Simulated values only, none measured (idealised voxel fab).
The following process module bears the name voxel capacitor over wiring.
For reference, the cross-section in this document is cut, with width 155 nm and square cells of 5 nm.
Cross-section = grid of square cells, listed top down in bands; band = one or more rows. It is stipulated that each band's entry specify, in nanometres, the height of the top of the band and then that of its bottom, followed by the materials of the band in left-to-right sequence, each together with its width in nanometres. A single material marked by the word "all across" is understood to fill the band from edge to edge; the word "air" is understood to denote empty space. A quick word on heights: they are counted from 0, and under that level the wafer as it came to us is one material throughout. The lowest band is different from the rest in having no bottom; it simply continues downward, written as in "0 nm and below". The width entry "30..40" should be interpreted row by row: the top row of cells in the band takes the first number, the bottom row takes the second number, and the change between adjacent rows is uniform throughout. Step note "no modification" = no cross-section cell changed. You'll see "Enclosed empty spaces" listing empty spaces that have no way open to the top, as long as they're 8 cells or more; the notation is width x height at distance, where the distance is from the left edge, and all of it is in nm. The remark found on a step's line after its settings is issued by the simulator itself and pertains to that step. You can add "overlay nm" to a step's line. For a step with a mask, it describes how far the mask lay to the right of its planned position, and a negative number describes a lay to the left. Guide to the pairs. Each holds a before and an after cross-section around one process step; the after cross-section is cut off at the lowest band that changed. Look under the pair for the step between them and its settings. Pairs can come from different runs of this module on the same starting wafer, so a pair follows on from the one above it only where its entry headed "Before processing" says it does.
### Before processing
- 85 nm to 80 nm  TiN: 35  air: 15  TiN: 105
- 80 nm to 75 nm  HfO2: 35  air: 15  HfO2: 105
- 75 nm to 70 nm  TiN: 35  air: 15  TiN: 105
- 70 nm to 65 nm  lowk: 35  TiN: 15  lowk: 105
- 65 nm to 60 nm  lowk: 35  HfO2: 15  lowk: 105
- 60 nm to 55 nm  lowk: 35  TiN: 15  lowk: 105
- 55 nm to 50 nm  lowk all across
- 50 nm to 45 nm  SiCN all across
- 45 nm to 40 nm  SiCN: 15  Ru: 40  SiCN: 45  Ru: 40  SiCN: 15
- 40 nm to 20 nm  SiO2: 20  TiN: 5  Cu: 20  TiN: 5  SiO2: 55  TiN: 5  Cu: 20  TiN: 5  SiO2: 20
- 20 nm to 15 nm  SiCN: 20  TiN: 30  SiCN: 55  TiN: 30  SiCN: 20
- 15 nm to 0 nm  SiO2 all across
- 0 nm and below  Si all across
- Enclosed empty spaces: none
### Step Outcome
- 100 nm to 85 nm  air: 35  resist: 60  air: 60
- 85 nm to 80 nm  TiN: 35  resist: 15  TiN: 105
- 80 nm to 75 nm  HfO2: 35  resist: 15  HfO2: 105
- 75 nm to 70 nm  TiN: 35  resist: 15  TiN: 105
- Below 70, the layers are the same as they were.
- Enclosed empty spaces: none
The before and after cross-sections above differ by one step: op PATTERN | tone cover | mask id UPPER_PLATE | material resist | width nm 60 | thk nm 15 | overlay nm 0
Before processing: refer to the pair immediately above; the cross-section shown after its step is the state before this one.
### Step Outcome
- 100 nm to 85 nm  air: 35  resist: 60  air: 60
- 85 nm to 80 nm  air: 35  resist: 15  TiN: 45  air: 60
- Below 80, the layers are the same as they were.
- Enclosed empty spaces: none
The before and after cross-sections above differ by one step: op DIRECTIONAL_ETCH | etch materials TiN | depth nm 5
Before processing: refer to the pair immediately above; the cross-section shown after its step is the state before this one.
### Step Outcome
- 100 nm to 85 nm  air: 35  resist: 60  air: 60
- 85 nm to 80 nm  air: 35  resist: 15  TiN: 45  air: 60
- 80 nm to 75 nm  air: 35  resist: 15  HfO2: 45  air: 60
- Below 75, the layers are the same as they were.
- Enclosed empty spaces: none
The before and after cross-sections above differ by one step: op DIRECTIONAL_ETCH | etch materials HfO2 | depth nm 5
Before processing: refer to the pair immediately above; the cross-section shown after its step is the state before this one.
### Step Outcome
- 85 nm to 80 nm  air: 50  TiN: 45  air: 60
- 80 nm to 75 nm  air: 50  HfO2: 45  air: 60
- 75 nm to 70 nm  TiN: 35  air: 15  TiN: 105
- Below 70, the layers are the same as they were.
- Enclosed empty spaces: none
The before and after cross-sections above differ by one step: op STRIP | etch materials resist
Before processing: refer to the pair immediately above; the cross-section shown after its step is the state before this one.
### Step Outcome
- 100 nm to 90 nm  air: 50  aC: 45  air: 60
- 90 nm to 85 nm  aC: 35  air: 15  aC: 105
- 85 nm to 80 nm  aC: 50  TiN: 45  aC: 60
- 80 nm to 75 nm  aC: 50  HfO2: 45  aC: 60
- 75 nm to 70 nm  TiN: 35  aC: 15  TiN: 105
- Below 70, the layers are the same as they were.
- Enclosed empty spaces: none
The before and after cross-sections above differ by one step: op DIRECTIONAL_DEP | material aC | thk nm 15
Before processing: refer to the pair immediately above; the cross-section shown after its step is the state before this one.
### Step Outcome
- 135 nm to 100 nm  air: 30  resist: 70  air: 55
- 100 nm to 90 nm  air: 30  resist: 20  aC: 45  resist: 5  air: 55
- 90 nm to 85 nm  aC: 35  resist: 15  aC: 105
- Below 85, the layers are the same as they were.
- Enclosed empty spaces: none
The before and after cross-sections above differ by one step: op PATTERN | tone cover | mask id LOWER_PLATE | material resist | width nm 70 | thk nm 35 | overlay nm 0
Before processing: refer to the pair immediately above; the cross-section shown after its step is the state before this one.
### Step Outcome
- 120 nm to 100 nm  air: 30  resist: 70  air: 55
- 100 nm to 90 nm  air: 30  resist: 20  aC: 45  resist: 5  air: 55
- 90 nm to 85 nm  air: 30  aC: 5  resist: 15  aC: 50  air: 55
- 85 nm to 80 nm  air: 30  aC: 20  TiN: 45  aC: 5  air: 55
- 80 nm to 75 nm  air: 30  aC: 20  HfO2: 45  aC: 5  air: 55
- Below 75, the layers are the same as they were.
- Enclosed empty spaces: none
The before and after cross-sections above differ by one step: op DIRECTIONAL_ETCH | etch materials aC | depth nm 15
Before processing: refer to the pair immediately above; the cross-section shown after its step is the state before this one.
### Step Outcome
- 100 nm to 90 nm  air: 50  aC: 45  air: 60
- 90 nm to 85 nm  air: 30  aC: 5  air: 15  aC: 50  air: 55
- Below 85, the layers are the same as they were.
- Enclosed empty spaces: none
The before and after cross-sections above differ by one step: op STRIP | etch materials resist
Before processing: refer to the pair immediately above; the cross-section shown after its step is the state before this one.
### Step Outcome
- 100 nm to 90 nm  air: 50  aC: 45  air: 60
- 90 nm to 85 nm  air: 30  aC: 5  air: 15  aC: 50  air: 55
- 85 nm to 80 nm  air: 30  aC: 20  TiN: 45  aC: 5  air: 55
- 80 nm to 75 nm  air: 30  aC: 20  HfO2: 45  aC: 5  air: 55
- 75 nm to 70 nm  air: 30  TiN: 5  aC: 15  TiN: 50  air: 55
- Below 70, the layers are the same as they were.
- Enclosed empty spaces: none
The before and after cross-sections above differ by one step: op DIRECTIONAL_ETCH | etch materials TiN | depth nm 5
Before processing: refer to the pair immediately above; the cross-section shown after its step is the state before this one.
### Step Outcome
- 85 nm to 80 nm  air: 50  TiN: 45  air: 60
- 80 nm to 75 nm  air: 50  HfO2: 45  air: 60
- 75 nm to 70 nm  air: 30  TiN: 5  air: 15  TiN: 50  air: 55
- Below 70, the layers are the same as they were.
- Enclosed empty spaces: none
The before and after cross-sections above differ by one step: op STRIP | etch materials aC
Before processing: refer to the pair immediately above; the cross-section shown after its step is the state before this one.
### Step Outcome
- 100 nm to 85 nm  SiO2 all across
- 85 nm to 80 nm  SiO2: 50  TiN: 45  SiO2: 60
- 80 nm to 75 nm  SiO2: 50  HfO2: 45  SiO2: 60
- 75 nm to 70 nm  SiO2: 30  TiN: 5  SiO2: 15  TiN: 50  SiO2: 55
- Below 70, the layers are the same as they were.
- Enclosed empty spaces: none
The before and after cross-sections above differ by one step: op FILL_DEP | material SiO2 | thk nm 15
Before processing: refer to the pair immediately above; the cross-section shown after its step is the state before this one.
### Step Outcome
- 95 nm to 85 nm  SiO2 all across
- Below 85, the layers are the same as they were.
- Enclosed empty spaces: none
The before and after cross-sections above differ by one step: op CMP | height nm 95
Before processing: refer to the pair immediately above; the cross-section shown after its step is the state before this one.
### Step Outcome
- 95 nm to 85 nm  SiO2: 45  air: 15  SiO2: 95
- Below 85, the layers are the same as they were.
- Enclosed empty spaces: none
The before and after cross-sections above differ by one step: op MASKED_ETCH | tone open | mask id PLUG_2 | width nm 15 | etch materials SiO2 | depth nm 10 | overlay nm 0
Before processing: refer to the pair immediately above; the cross-section shown after its step is the state before this one.
### Step Outcome
- 100 nm to 95 nm  TiN: 50  air: 5  TiN: 100
- 95 nm to 90 nm  SiO2: 45  TiN: 5  air: 5  TiN: 5  SiO2: 95
- 90 nm to 80 nm  SiO2: 45..50  TiN: 15..45  SiO2: 95..60
- Below 80, the layers are the same as they were.
- Enclosed empty spaces: none
The before and after cross-sections above differ by one step: op CONFORMAL_DEP | material TiN | thk nm 5
Before processing: refer to the pair immediately above; the cross-section shown after its step is the state before this one.
### Step Outcome
- 110 nm to 100 nm  W all across
- 100 nm to 95 nm  TiN: 50  W: 5  TiN: 100
- 95 nm to 90 nm  SiO2: 45  TiN: 5  W: 5  TiN: 5  SiO2: 95
- Below 90, the layers are the same as they were.
- Enclosed empty spaces: none
The before and after cross-sections above differ by one step: op FILL_DEP | material W | thk nm 10
Before processing: refer to the pair immediately above; the cross-section shown after its step is the state before this one.
### Step Outcome
- 95 nm to 90 nm  SiO2: 45  TiN: 5  W: 5  TiN: 5  SiO2: 95
- Below 90, the layers are the same as they were.
- Enclosed empty spaces: none
The before and after cross-sections above differ by one step: op CMP | height nm 95
Before processing: refer to the pair immediately above; the cross-section shown after its step is the state before this one.
### Step Outcome
- 100 nm to 95 nm  SiCN all across
- Below 95, the layers are the same as they were.
- Enclosed empty spaces: none
The before and after cross-sections above differ by one step: op CONFORMAL_DEP | material SiCN | thk nm 5
### Before processing
- 50 nm to 40 nm  aC all across
- 40 nm to 20 nm  SiO2 all across
- 20 nm to 15 nm  SiCN all across
- 15 nm to 0 nm  SiO2 all across
- 0 nm and below  Si all across
- Enclosed empty spaces: none
### Step Outcome
- 80 nm to 50 nm  resist: 20  air: 35  resist: 50  air: 35  resist: 15
- Below 50, the layers are the same as they were.
- Enclosed empty spaces: none
The before and after cross-sections above differ by one step: op PATTERN | tone open | mask id METAL_1 | material resist | width nm 35 | pitch nm 85 | thk nm 30 | overlay nm 0
Before processing: refer to the pair immediately above; the cross-section shown after its step is the state before this one.
### Step Outcome
- 70 nm to 50 nm  resist: 20  air: 35  resist: 50  air: 35  resist: 15
- 50 nm to 40 nm  aC: 20  air: 35  aC: 50  air: 35  aC: 15
- Below 40, the layers are the same as they were.
- Enclosed empty spaces: none
The before and after cross-sections above differ by one step: op DIRECTIONAL_ETCH | etch materials aC | depth nm 10
Before processing: refer to the pair immediately above; the cross-section shown after its step is the state before this one.
### Step Outcome
- 50 nm to 40 nm  aC: 20  air: 35  aC: 50  air: 35  aC: 15
- Below 40, the layers are the same as they were.
- Enclosed empty spaces: none
The before and after cross-sections above differ by one step: op STRIP | etch materials resist
Before processing: refer to the pair immediately above; the cross-section shown after its step is the state before this one.
### Step Outcome
- 50 nm to 40 nm  aC: 20  air: 35  aC: 50  air: 35  aC: 15
- 40 nm to 20 nm  SiO2: 20  air: 35  SiO2: 50  air: 35  SiO2: 15
- Below 20, the layers are the same as they were.
- Enclosed empty spaces: none
The before and after cross-sections above differ by one step: op DIRECTIONAL_ETCH | etch materials SiO2 | depth nm 20
Before processing: refer to the pair immediately above; the cross-section shown after its step is the state before this one.
### Step Outcome
- 50 nm to 40 nm  aC: 20  air: 35  aC: 50  air: 35  aC: 15
- 40 nm to 20 nm  SiO2: 20  air: 35  SiO2: 50  air: 35  SiO2: 15
- 20 nm to 15 nm  SiCN: 20  air: 35  SiCN: 50  air: 35  SiCN: 15
- Below 15, the layers are the same as they were.
- Enclosed empty spaces: none
The before and after cross-sections above differ by one step: op DIRECTIONAL_ETCH | etch materials SiCN | depth nm 5
Before processing: refer to the pair immediately above; the cross-section shown after its step is the state before this one.
### Step Outcome
- 40 nm to 20 nm  SiO2: 20  air: 35  SiO2: 50  air: 35  SiO2: 15
- Below 20, the layers are the same as they were.
- Enclosed empty spaces: none
The before and after cross-sections above differ by one step: op STRIP | etch materials aC
Before processing: refer to the pair immediately above; the cross-section shown after its step is the state before this one.
### Step Outcome
- 45 nm to 40 nm  TiN: 25  air: 25  TiN: 60  air: 25  TiN: 20
- 40 nm to 20 nm  SiO2: 20  TiN: 5  air: 25  TiN: 5  SiO2: 50  TiN: 5  air: 25  TiN: 5  SiO2: 15
- 20 nm to 15 nm  SiCN: 20  TiN: 35  SiCN: 50  TiN: 35  SiCN: 15
- Below 15, the layers are the same as they were.
- Enclosed empty spaces: none
The before and after cross-sections above differ by one step: op CONFORMAL_DEP | material TiN | thk nm 5
Before processing: refer to the pair immediately above; the cross-section shown after its step is the state before this one.
### Step Outcome
- 55 nm to 45 nm  Cu all across
- 45 nm to 40 nm  TiN: 25  Cu: 25  TiN: 60  Cu: 25  TiN: 20
- 40 nm to 20 nm  SiO2: 20  TiN: 5  Cu: 25  TiN: 5  SiO2: 50  TiN: 5  Cu: 25  TiN: 5  SiO2: 15
- Below 20, the layers are the same as they were.
- Enclosed empty spaces: none
The before and after cross-sections above differ by one step: op FILL_DEP | material Cu | thk nm 10
Before processing: refer to the pair immediately above; the cross-section shown after its step is the state before this one.
### Step Outcome
- 40 nm to 20 nm  SiO2: 20  TiN: 5  Cu: 25  TiN: 5  SiO2: 50  TiN: 5  Cu: 25  TiN: 5  SiO2: 15
- Below 20, the layers are the same as they were.
- Enclosed empty spaces: none
The before and after cross-sections above differ by one step: op CMP | height nm 40
Before processing: refer to the pair immediately above; the cross-section shown after its step is the state before this one.
### Step Outcome
- 45 nm to 40 nm  air: 15  Ru: 45  air: 40  Ru: 45  air: 10
- Below 40, the layers are the same as they were.
- Enclosed empty spaces: none
The before and after cross-sections above differ by one step: op EPI | material Ru | thk nm 5
Before processing: refer to the pair immediately above; the cross-section shown after its step is the state before this one.
### Step Outcome
- 50 nm to 45 nm  SiCN all across
- 45 nm to 40 nm  SiCN: 15  Ru: 45  SiCN: 40  Ru: 45  SiCN: 10
- Below 40, the layers are the same as they were.
- Enclosed empty spaces: none
The before and after cross-sections above differ by one step: op FILL_DEP | material SiCN | thk nm 5
Before processing: refer to the pair immediately above; the cross-section shown after its step is the state before this one.
### Step Outcome
- 70 nm to 50 nm  lowk all across
- Below 50, the layers are the same as they were.
- Enclosed empty spaces: none
The before and after cross-sections above differ by one step: op DIRECTIONAL_DEP | material lowk | thk nm 20
Before processing: refer to the pair immediately above; the cross-section shown after its step is the state before this one.
### Step Outcome
- 80 nm to 70 nm  aC all across
- Below 70, the layers are the same as they were.
- Enclosed empty spaces: none
The before and after cross-sections above differ by one step: op DIRECTIONAL_DEP | material aC | thk nm 10
Before processing: refer to the pair immediately above; the cross-section shown after its step is the state before this one.
### Step Outcome
- 110 nm to 80 nm  resist: 35  air: 15  resist: 105
- Below 80, the layers are the same as they were.
- Enclosed empty spaces: none
The before and after cross-sections above differ by one step: op PATTERN | tone open | mask id PLUG_1 | material resist | width nm 15 | thk nm 30 | overlay nm 0
Before processing: refer to the pair immediately above; the cross-section shown after its step is the state before this one.
### Step Outcome
- 100 nm to 80 nm  resist: 35  air: 15  resist: 105
- 80 nm to 70 nm  aC: 35  air: 15  aC: 105
- Below 70, the layers are the same as they were.
- Enclosed empty spaces: none
The before and after cross-sections above differ by one step: op DIRECTIONAL_ETCH | etch materials aC | depth nm 10
Before processing: refer to the pair immediately above; the cross-section shown after its step is the state before this one.
### Step Outcome
- 80 nm to 70 nm  aC: 35  air: 15  aC: 105
- Below 70, the layers are the same as they were.
- Enclosed empty spaces: none
The before and after cross-sections above differ by one step: op STRIP | etch materials resist
Before processing: refer to the pair immediately above; the cross-section shown after its step is the state before this one.
### Step Outcome
- 80 nm to 70 nm  aC: 35  air: 15  aC: 105
- 70 nm to 50 nm  lowk: 35  air: 15  lowk: 105
- Below 50, the layers are the same as they were.
- Enclosed empty spaces: none
The before and after cross-sections above differ by one step: op DIRECTIONAL_ETCH | etch materials lowk | depth nm 20
Before processing: refer to the pair immediately above; the cross-section shown after its step is the state before this one.
### Step Outcome
- 80 nm to 70 nm  aC: 35  air: 15  aC: 105
- 70 nm to 50 nm  lowk: 35  air: 15  lowk: 105
- 50 nm to 45 nm  SiCN: 35  air: 15  SiCN: 105
- Below 45, the layers are the same as they were.
- Enclosed empty spaces: none
The before and after cross-sections above differ by one step: op DIRECTIONAL_ETCH | etch materials SiCN | depth nm 5
Before processing: refer to the pair immediately above; the cross-section shown after its step is the state before this one.
### Step Outcome
- 70 nm to 50 nm  lowk: 35  air: 15  lowk: 105
- Below 50, the layers are the same as they were.
- Enclosed empty spaces: none
The before and after cross-sections above differ by one step: op STRIP | etch materials aC
Before processing: refer to the pair immediately above; the cross-section shown after its step is the state before this one.
### Step Outcome
- 70 nm to 55 nm  lowk: 35  air: 15  lowk: 105
- 55 nm to 50 nm  lowk: 35  Ru: 15  lowk: 105
- 50 nm to 45 nm  SiCN: 35  Ru: 15  SiCN: 105
- Below 45, the layers are the same as they were.
- Enclosed empty spaces: none
The before and after cross-sections above differ by one step: op EPI | material Ru | thk nm 10
Before processing: refer to the pair immediately above; the cross-section shown after its step is the state before this one.
### Step Outcome
- 70 nm to 65 nm  lowk: 35  air: 15  lowk: 105
- 65 nm to 50 nm  lowk: 35  Ru: 15  lowk: 105
- Below 50, the layers are the same as they were.
- Enclosed empty spaces: none
The before and after cross-sections above differ by one step: op EPI | material Ru | thk nm 10
Before processing: refer to the pair immediately above; the cross-section shown after its step is the state before this one.
### Step Outcome
- 70 nm to 50 nm  lowk: 35  Ru: 15  lowk: 105
- Below 50, the layers are the same as they were.
- Enclosed empty spaces: none
The before and after cross-sections above differ by one step: op EPI | material Ru | thk nm 5
Before processing: refer to the pair immediately above; the cross-section shown after its step is the state before this one.
### Step Outcome
- 75 nm to 70 nm  TiN all across
- Below 70, the layers are the same as they were.
- Enclosed empty spaces: none
The before and after cross-sections above differ by one step: op DIRECTIONAL_DEP | material TiN | thk nm 5
Before processing: refer to the pair immediately above; the cross-section shown after its step is the state before this one.
### Step Outcome
- 80 nm to 75 nm  HfO2 all across
- Below 75, the layers are the same as they were.
- Enclosed empty spaces: none
The before and after cross-sections above differ by one step: op DIRECTIONAL_DEP | material HfO2 | thk nm 5
Before processing: refer to the pair immediately above; the cross-section shown after its step is the state before this one.
### Step Outcome
- 85 nm to 80 nm  TiN all across
- Below 80, the layers are the same as they were.
- Enclosed empty spaces: none
The before and after cross-sections above differ by one step: op DIRECTIONAL_DEP | material TiN | thk nm 5
Before processing: refer to the pair immediately above; the cross-section shown after its step is the state before this one.
### Step Outcome
- 100 nm to 85 nm  air: 35  resist: 60  air: 60
- Below 85, the layers are the same as they were.
- Enclosed empty spaces: none
The before and after cross-sections above differ by one step: op PATTERN | tone cover | mask id UPPER_PLATE | material resist | width nm 60 | thk nm 15 | overlay nm 0
Before processing: refer to the pair immediately above; the cross-section shown after its step is the state before this one.
### Step Outcome
- 100 nm to 85 nm  air: 35  resist: 60  air: 60
- 85 nm to 80 nm  air: 35  TiN: 60  air: 60
- Below 80, the layers are the same as they were.
- Enclosed empty spaces: none
The before and after cross-sections above differ by one step: op DIRECTIONAL_ETCH | etch materials TiN | depth nm 5
Before processing: refer to the pair immediately above; the cross-section shown after its step is the state before this one.
### Step Outcome
- 100 nm to 85 nm  air: 35  resist: 60  air: 60
- 85 nm to 80 nm  air: 35  TiN: 60  air: 60
- 80 nm to 75 nm  air: 35  HfO2: 60  air: 60
- Below 75, the layers are the same as they were.
- Enclosed empty spaces: none
The before and after cross-sections above differ by one step: op DIRECTIONAL_ETCH | etch materials HfO2 | depth nm 5
Before processing: refer to the pair immediately above; the cross-section shown after its step is the state before this one.
### Step Outcome
- 85 nm to 80 nm  air: 35  TiN: 60  air: 60
- Below 80, the layers are the same as they were.
- Enclosed empty spaces: none
The before and after cross-sections above differ by one step: op STRIP | etch materials resist
Before processing: refer to the pair immediately above; the cross-section shown after its step is the state before this one.
### Step Outcome
- 100 nm to 90 nm  air: 35  aC: 60  air: 60
- 90 nm to 85 nm  aC all across
- 85 nm to 80 nm  aC: 35  TiN: 60  aC: 60
- 80 nm to 75 nm  aC: 35  HfO2: 60  aC: 60
- Below 75, the layers are the same as they were.
- Enclosed empty spaces: none
The before and after cross-sections above differ by one step: op DIRECTIONAL_DEP | material aC | thk nm 15
Before processing: refer to the pair immediately above; the cross-section shown after its step is the state before this one.
### Step Outcome
- 135 nm to 100 nm  air: 30  resist: 70  air: 55
- 100 nm to 90 nm  air: 30  resist: 5  aC: 60  resist: 5  air: 55
- Below 90, the layers are the same as they were.
- Enclosed empty spaces: none
The before and after cross-sections above differ by one step: op PATTERN | tone cover | mask id LOWER_PLATE | material resist | width nm 70 | thk nm 35 | overlay nm 0
Before processing: refer to the pair immediately above; the cross-section shown after its step is the state before this one.
### Step Outcome
- 120 nm to 100 nm  air: 30  resist: 70  air: 55
- 100 nm to 90 nm  air: 30  resist: 5  aC: 60  resist: 5  air: 55
- 90 nm to 85 nm  air: 30  aC: 70  air: 55
- 85 nm to 80 nm  air: 30  aC: 5  TiN: 60  aC: 5  air: 55
- 80 nm to 75 nm  air: 30  aC: 5  HfO2: 60  aC: 5  air: 55
- Below 75, the layers are the same as they were.
- Enclosed empty spaces: none
The before and after cross-sections above differ by one step: op DIRECTIONAL_ETCH | etch materials aC | depth nm 15
Before processing: refer to the pair immediately above; the cross-section shown after its step is the state before this one.
### Step Outcome
- 100 nm to 90 nm  air: 35  aC: 60  air: 60
- Below 90, the layers are the same as they were.
- Enclosed empty spaces: none
The before and after cross-sections above differ by one step: op STRIP | etch materials resist
Before processing: refer to the pair immediately above; the cross-section shown after its step is the state before this one.
### Step Outcome
- 100 nm to 90 nm  air: 35  aC: 60  air: 60
- 90 nm to 85 nm  air: 30  aC: 70  air: 55
- 85 nm to 80 nm  air: 30  aC: 5  TiN: 60  aC: 5  air: 55
- 80 nm to 75 nm  air: 30  aC: 5  HfO2: 60  aC: 5  air: 55
- 75 nm to 70 nm  air: 30  TiN: 70  air: 55
- Below 70, the layers are the same as they were.
- Enclosed empty spaces: none
The before and after cross-sections above differ by one step: op DIRECTIONAL_ETCH | etch materials TiN | depth nm 5
Before processing: refer to the pair immediately above; the cross-section shown after its step is the state before this one.
### Step Outcome
- 85 nm to 80 nm  air: 35  TiN: 60  air: 60
- 80 nm to 75 nm  air: 35  HfO2: 60  air: 60
- Below 75, the layers are the same as they were.
- Enclosed empty spaces: none
The before and after cross-sections above differ by one step: op STRIP | etch materials aC
Before processing: refer to the pair immediately above; the cross-section shown after its step is the state before this one.
### Step Outcome
- 100 nm to 85 nm  SiO2 all across
- 85 nm to 80 nm  SiO2: 35  TiN: 60  SiO2: 60
- 80 nm to 75 nm  SiO2: 35  HfO2: 60  SiO2: 60
- 75 nm to 70 nm  SiO2: 30  TiN: 70  SiO2: 55
- Below 70, the layers are the same as they were.
- Enclosed empty spaces: none
The before and after cross-sections above differ by one step: op FILL_DEP | material SiO2 | thk nm 15
Before processing: refer to the pair immediately above; the cross-section shown after its step is the state before this one.
### Step Outcome
- 95 nm to 85 nm  SiO2 all across
- Below 85, the layers are the same as they were.
- Enclosed empty spaces: none
The before and after cross-sections above differ by one step: op CMP | height nm 95
Before processing: refer to the pair immediately above; the cross-section shown after its step is the state before this one.
### Step Outcome
- 95 nm to 85 nm  SiO2: 45  air: 15  SiO2: 95
- Below 85, the layers are the same as they were.
- Enclosed empty spaces: none
The before and after cross-sections above differ by one step: op MASKED_ETCH | tone open | mask id PLUG_2 | width nm 15 | etch materials SiO2 | depth nm 10 | overlay nm 0
Before processing: refer to the pair immediately above; the cross-section shown after its step is the state before this one.
### Step Outcome
- 100 nm to 95 nm  TiN: 50  air: 5  TiN: 100
- 95 nm to 90 nm  SiO2: 45  TiN: 5  air: 5  TiN: 5  SiO2: 95
- 90 nm to 80 nm  SiO2: 45..35  TiN: 15..60  SiO2: 95..60
- Below 80, the layers are the same as they were.
- Enclosed empty spaces: none
The before and after cross-sections above differ by one step: op CONFORMAL_DEP | material TiN | thk nm 5
Before processing: refer to the pair immediately above; the cross-section shown after its step is the state before this one.
### Step Outcome
- 110 nm to 100 nm  W all across
- 100 nm to 95 nm  TiN: 50  W: 5  TiN: 100
- 95 nm to 90 nm  SiO2: 45  TiN: 5  W: 5  TiN: 5  SiO2: 95
- Below 90, the layers are the same as they were.
- Enclosed empty spaces: none
The before and after cross-sections above differ by one step: op FILL_DEP | material W | thk nm 10
Before processing: refer to the pair immediately above; the cross-section shown after its step is the state before this one.
### Step Outcome
- 95 nm to 90 nm  SiO2: 45  TiN: 5  W: 5  TiN: 5  SiO2: 95
- Below 90, the layers are the same as they were.
- Enclosed empty spaces: none
The before and after cross-sections above differ by one step: op CMP | height nm 95
Before processing: refer to the pair immediately above; the cross-section shown after its step is the state before this one.
### Step Outcome
- 100 nm to 95 nm  SiCN all across
- Below 95, the layers are the same as they were.
- Enclosed empty spaces: none
The before and after cross-sections above differ by one step: op CONFORMAL_DEP | material SiCN | thk nm 5
### Before processing
- 85 nm to 80 nm  TiN all across
- 80 nm to 75 nm  HfO2 all across
- 75 nm to 70 nm  TiN all across
- 70 nm to 50 nm  lowk: 35  Ru: 15  lowk: 105
- 50 nm to 45 nm  SiCN: 35  Ru: 15  SiCN: 105
- 45 nm to 40 nm  SiCN: 15  Ru: 40  SiCN: 45  Ru: 40  SiCN: 15
- 40 nm to 20 nm  SiO2: 20  TiN: 5  Cu: 20  TiN: 5  SiO2: 55  TiN: 5  Cu: 20  TiN: 5  SiO2: 20
- 20 nm to 15 nm  SiCN: 20  TiN: 30  SiCN: 55  TiN: 30  SiCN: 20
- 15 nm to 0 nm  SiO2 all across
- 0 nm and below  Si all across
- Enclosed empty spaces: none
### Step Outcome
- 100 nm to 85 nm  air: 45  resist: 60  air: 50
- Below 85, the layers are the same as they were.
- Enclosed empty spaces: none
The before and after cross-sections above differ by one step: op PATTERN | tone cover | mask id UPPER_PLATE | material resist | width nm 60 | thk nm 15 | overlay nm 10
Before processing: refer to the pair immediately above; the cross-section shown after its step is the state before this one.
### Step Outcome
- 100 nm to 85 nm  air: 45  resist: 60  air: 50
- 85 nm to 80 nm  air: 45  TiN: 60  air: 50
- Below 80, the layers are the same as they were.
- Enclosed empty spaces: none
The before and after cross-sections above differ by one step: op DIRECTIONAL_ETCH | etch materials TiN | depth nm 5
Before processing: refer to the pair immediately above; the cross-section shown after its step is the state before this one.
### Step Outcome
- 100 nm to 85 nm  air: 45  resist: 60  air: 50
- 85 nm to 80 nm  air: 45  TiN: 60  air: 50
- 80 nm to 75 nm  air: 45  HfO2: 60  air: 50
- Below 75, the layers are the same as they were.
- Enclosed empty spaces: none
The before and after cross-sections above differ by one step: op DIRECTIONAL_ETCH | etch materials HfO2 | depth nm 5
Before processing: refer to the pair immediately above; the cross-section shown after its step is the state before this one.
### Step Outcome
- 85 nm to 80 nm  air: 45  TiN: 60  air: 50
- Below 80, the layers are the same as they were.
- Enclosed empty spaces: none
The before and after cross-sections above differ by one step: op STRIP | etch materials resist
Before processing: refer to the pair immediately above; the cross-section shown after its step is the state before this one.
### Step Outcome
- 100 nm to 90 nm  air: 45  aC: 60  air: 50
- 90 nm to 85 nm  aC all across
- 85 nm to 80 nm  aC: 45  TiN: 60  aC: 50
- 80 nm to 75 nm  aC: 45  HfO2: 60  aC: 50
- Below 75, the layers are the same as they were.
- Enclosed empty spaces: none
The before and after cross-sections above differ by one step: op DIRECTIONAL_DEP | material aC | thk nm 15
Before processing: refer to the pair immediately above; the cross-section shown after its step is the state before this one.
### Step Outcome
- 135 nm to 100 nm  air: 30  resist: 70  air: 55
- 100 nm to 90 nm  air: 30  resist: 15  aC: 60  air: 50
- Below 90, the layers are the same as they were.
- Enclosed empty spaces: none
The before and after cross-sections above differ by one step: op PATTERN | tone cover | mask id LOWER_PLATE | material resist | width nm 70 | thk nm 35 | overlay nm 0
Before processing: refer to the pair immediately above; the cross-section shown after its step is the state before this one.
### Step Outcome
- 120 nm to 100 nm  air: 30  resist: 70  air: 55
- 100 nm to 90 nm  air: 30  resist: 15  aC: 55  air: 55
- 90 nm to 85 nm  air: 30  aC: 70  air: 55
- 85 nm to 80 nm  air: 30  aC: 15  TiN: 60  air: 50
- 80 nm to 75 nm  air: 30  aC: 15  HfO2: 60  air: 50
- Below 75, the layers are the same as they were.
- Enclosed empty spaces: none
The before and after cross-sections above differ by one step: op DIRECTIONAL_ETCH | etch materials aC | depth nm 15
Before processing: refer to the pair immediately above; the cross-section shown after its step is the state before this one.
### Step Outcome
- 100 nm to 90 nm  air: 45  aC: 55  air: 55
- Below 90, the layers are the same as they were.
- Enclosed empty spaces: none
The before and after cross-sections above differ by one step: op STRIP | etch materials resist
Before processing: refer to the pair immediately above; the cross-section shown after its step is the state before this one.
### Step Outcome
- 100 nm to 90 nm  air: 45  aC: 55  air: 55
- 90 nm to 85 nm  air: 30  aC: 70  air: 55
- 85 nm to 80 nm  air: 30  aC: 15  TiN: 55  air: 55
- 80 nm to 75 nm  air: 30  aC: 15  HfO2: 60  air: 50
- 75 nm to 70 nm  air: 30  TiN: 75  air: 50
- Below 70, the layers are the same as they were.
- Enclosed empty spaces: none
The before and after cross-sections above differ by one step: op DIRECTIONAL_ETCH | etch materials TiN | depth nm 5
Before processing: refer to the pair immediately above; the cross-section shown after its step is the state before this one.
### Step Outcome
- 85 nm to 80 nm  air: 45  TiN: 55  air: 55
- 80 nm to 75 nm  air: 45  HfO2: 60  air: 50
- Below 75, the layers are the same as they were.
- Enclosed empty spaces: none
The before and after cross-sections above differ by one step: op STRIP | etch materials aC
Before processing: refer to the pair immediately above; the cross-section shown after its step is the state before this one.
### Step Outcome
- 100 nm to 85 nm  SiO2 all across
- 85 nm to 80 nm  SiO2: 45  TiN: 55  SiO2: 55
- 80 nm to 75 nm  SiO2: 45  HfO2: 60  SiO2: 50
- 75 nm to 70 nm  SiO2: 30  TiN: 75  SiO2: 50
- Below 70, the layers are the same as they were.
- Enclosed empty spaces: none
The before and after cross-sections above differ by one step: op FILL_DEP | material SiO2 | thk nm 15
Before processing: refer to the pair immediately above; the cross-section shown after its step is the state before this one.
### Step Outcome
- 95 nm to 85 nm  SiO2 all across
- Below 85, the layers are the same as they were.
- Enclosed empty spaces: none
The before and after cross-sections above differ by one step: op CMP | height nm 95
